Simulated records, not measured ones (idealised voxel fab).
Process module under the name voxel self aligned contacts
The cross-section on display is named cut; it measures 265 nm wide, and its cells are 5 nm squares.
Bands, listed from the top down, are how a cross-section gets written in this document; the cross-section itself is a grid of square cells, and a band is one or more rows of them.
Quick guide to a band line: top height, bottom height (nm) up front; then every material left to right with its width in nm. Only one material and it's marked "full width"? Then it fills the band edge to edge. And "blank" just means empty space.
Heights are expressed relative to 0, this being the level below which the as-received wafer comprises one material exclusively. The lowest band is unbounded in the downward direction and is denoted as in "from 0 down".
With a width like "30 to 40", each row of cells in the band differs from the next by the same amount, the top row carrying the first number and the bottom row the second.
"everything unchanged", as given for a step, is the statement that not any cell of the cross-section underwent a change during that step.
"Closed-off voids" lists enclosed empty spaces (at least 8 cells, no open path upward to the top), each as width x height at distance from the left edge, in nm.
Anything after a step's settings on that line? It's the simulator's own note about the step.
"overlay nm" on a masked step: distance the mask lay right of its planned place, negative for left.

### The planned process steps are enumerated hereunder
1: RECEIVE (material Si)
2: CONFORMAL_DEP (material SiO2; thk nm 5)
3: DIRECTIONAL_DEP (material polySi; thk nm 25)
4: DIRECTIONAL_DEP (material SiN; thk nm 20)
5: PATTERN (tone cover; mask id GATE; material resist; width nm 30; pitch nm 70; thk nm 20; overlay nm 0)
6: DIRECTIONAL_ETCH (etch materials SiN; depth nm 20)
7: DIRECTIONAL_ETCH (etch materials polySi; depth nm 25)
8: STRIP (etch materials resist)
9: CONFORMAL_DEP (material SiN; thk nm 10)
10: DIRECTIONAL_ETCH (etch materials SiN; depth nm 10)
11: FILL_DEP (material SiO2; thk nm 15)
12: CMP (height nm 60)
13: MASKED_ETCH (tone open; mask id CONTACT; width nm 50; pitch nm 70; etch materials SiO2; depth nm 60; overlay nm 0)
14: CONFORMAL_DEP (material TiN; thk nm 5)
15: FILL_DEP (material Ru; thk nm 10)
16: CMP (height nm 60)
17: CONFORMAL_DEP (material SiN; thk nm 5)

### Cross-sectional view of the wafer in its as-received condition, corresponding to the state after step 1
> from 0 down | Si full width
> Closed-off voids: none

### End-of-module cross-section of the first of two wafers, processed as planned
> from 65 to 60 | SiN full width
> from 60 to 50 | SiO2: 70  TiN: 5 to 20  Ru: 40 to 10  TiN: 5 to 20  SiO2: 20  TiN: 5 to 20  Ru: 40 to 10  TiN: 5 to 20  SiO2: 75
> from 50 to 30 | SiO2: 35  SiN: 50  TiN: 5  Ru: 10  TiN: 5  SiN: 50  TiN: 5  Ru: 10  TiN: 5  SiN: 50  SiO2: 40
> from 30 to 5 | SiO2: 35  SiN: 10  polySi: 30  SiN: 10  TiN: 5  Ru: 10  TiN: 5  SiN: 10  polySi: 30  SiN: 10  TiN: 5  Ru: 10  TiN: 5  SiN: 10  polySi: 30  SiN: 10  SiO2: 40
> from 5 to 0 | SiO2: 85  TiN: 20  SiO2: 50  TiN: 20  SiO2: 90
> from 0 down | Si full width
> Closed-off voids: none

### Wafer two, end of module, cross-section. Same start, same plan as wafer one. One mistake in the run
> from 65 to 60 | SiN full width
> from 60 to 50 | SiO2: 70  TiN: 5  Ru: 40  TiN: 5  SiO2: 20  TiN: 5  Ru: 40  TiN: 5  SiO2: 75
> from 50 to 45 | SiO2: 70  TiN: 20  Ru: 10  TiN: 20  SiO2: 20  TiN: 20  Ru: 10  TiN: 20  SiO2: 75
> from 45 to 25 | SiO2: 35  SiN: 50  TiN: 5  Ru: 10  TiN: 5  SiN: 50  TiN: 5  Ru: 10  TiN: 5  SiN: 50  SiO2: 40
> from 25 to 5 | SiO2: 35  SiN: 10  polySi: 30  SiN: 10  TiN: 5  Ru: 10  TiN: 5  SiN: 10  polySi: 30  SiN: 10  TiN: 5  Ru: 10  TiN: 5  SiN: 10  polySi: 30  SiN: 10  SiO2: 40
> from 5 to 0 | SiO2: 35  SiN: 10  polySi: 30  SiN: 10  TiN: 20  SiN: 10  polySi: 30  SiN: 10  TiN: 20  SiN: 10  polySi: 30  SiN: 10  SiO2: 40
> from 0 down | Si full width
> Closed-off voids: none
Want to know what went wrong? yeah, step 2 of the plan got skipped, never ran
Final cells, second wafer relative to first, materials higher or lower: Ru +12; SiO2 -12
